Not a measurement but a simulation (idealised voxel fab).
process module | voxel self aligned contacts
cross-section cut | 230 nm wide | cells 5 nm
A cross-section is a grid of square cells, given in bands from the top down. A band is one or more rows of cells.
Each band's line starts with the height of the band's top and of its bottom, in nm. Then come its materials from left to right, each with its width in nm. One material with "throughout" fills the band from edge to edge. "air" is empty space.
Height 0 is the level under which the wafer as received is all one material. The lowest band goes on downwards, as in "0 down".
A width such as "30 to 40" changes by the same amount from each row of cells to the next, from the band's top row to its bottom row.
"no change" after a step means that no cell of the cross-section changed.
closed voids: empty space of 8 cells or more with no open way to the top, each as width x height at its distance from the left edge, in nm
after a step's settings: what the simulator itself notes on the step
overlay nm, on a step with a mask: how far to the right of its planned place the mask lay; to the left if negative
plan
1 op RECEIVE | material Si
2 op OXIDIZE | depth nm 5
3 op DIRECTIONAL_DEP | material polySi | thk nm 30
4 op DIRECTIONAL_DEP | material SiN | thk nm 20
5 op MASKED_ETCH | tone cover | mask id GATE | width nm 25 | pitch nm 55 | etch materials SiN | depth nm 20 | overlay nm 0
6 op MASKED_ETCH | tone cover | mask id GATE | width nm 25 | pitch nm 55 | etch materials polySi | depth nm 30 | overlay nm 0
7 op CONFORMAL_DEP | material SiN | thk nm 5
8 op DIRECTIONAL_ETCH | etch materials SiN | depth nm 5
9 op FILL_DEP | material SiO2 | thk nm 15
10 op CMP | height nm 60
11 op PATTERN | tone open | mask id CONTACT | material resist | width nm 40 | thk nm 15 | overlay nm 0
12 op DIRECTIONAL_ETCH | etch materials SiO2 | depth nm 65
13 op STRIP | etch materials resist
14 op CONFORMAL_DEP | material TiN | thk nm 5
15 op FILL_DEP | material Ru | thk nm 10
16 op CMP | height nm 60
17 op CONFORMAL_DEP | material SiCN | thk nm 5
as received, after step 1
  0 down: Si throughout
  closed voids: none
first wafer at the end, as planned
  65 to 60: SiCN throughout
  60 to 50: SiO2 95 | TiN 5 to 15 | Ru 30 to 10 | TiN 5 to 15 | SiO2 95
  50 to 30: SiO2 70 | SiN 35 | TiN 5 | Ru 10 | TiN 5 | SiN 35 | SiO2 70
  30 to 0: SiO2 70 | SiN 5 | polySi 25 | SiN 5 | TiN 5 | Ru 10 | TiN 5 | SiN 5 | polySi 25 | SiN 5 | SiO2 70
  0 to -5: SiO2 105 | TiN 20 | SiO2 105
  -5 down: Si throughout
  closed voids: none
second wafer at the end: like start, like plan, one mistake
  65 to 60: SiCN throughout
  60 to 55: SiO2 70 | SiN 35 | TiN 5 | Ru 10 | TiN 5 | SiN 35 | SiO2 70
  55 to 50: SiO2 70 | SiN 35 | TiN 20 | SiN 35 | SiO2 70
  50 to 30: SiN throughout
  30 to 0: polySi throughout
  0 to -5: SiO2 throughout
  -5 down: Si throughout
  closed voids: none
what went wrong: step 4 was run twice
at the end the second wafer has, in cells: 26 fewer of Ru | 132 more of SiN | 296 fewer of SiO2 | 26 fewer of TiN | 216 more of polySi
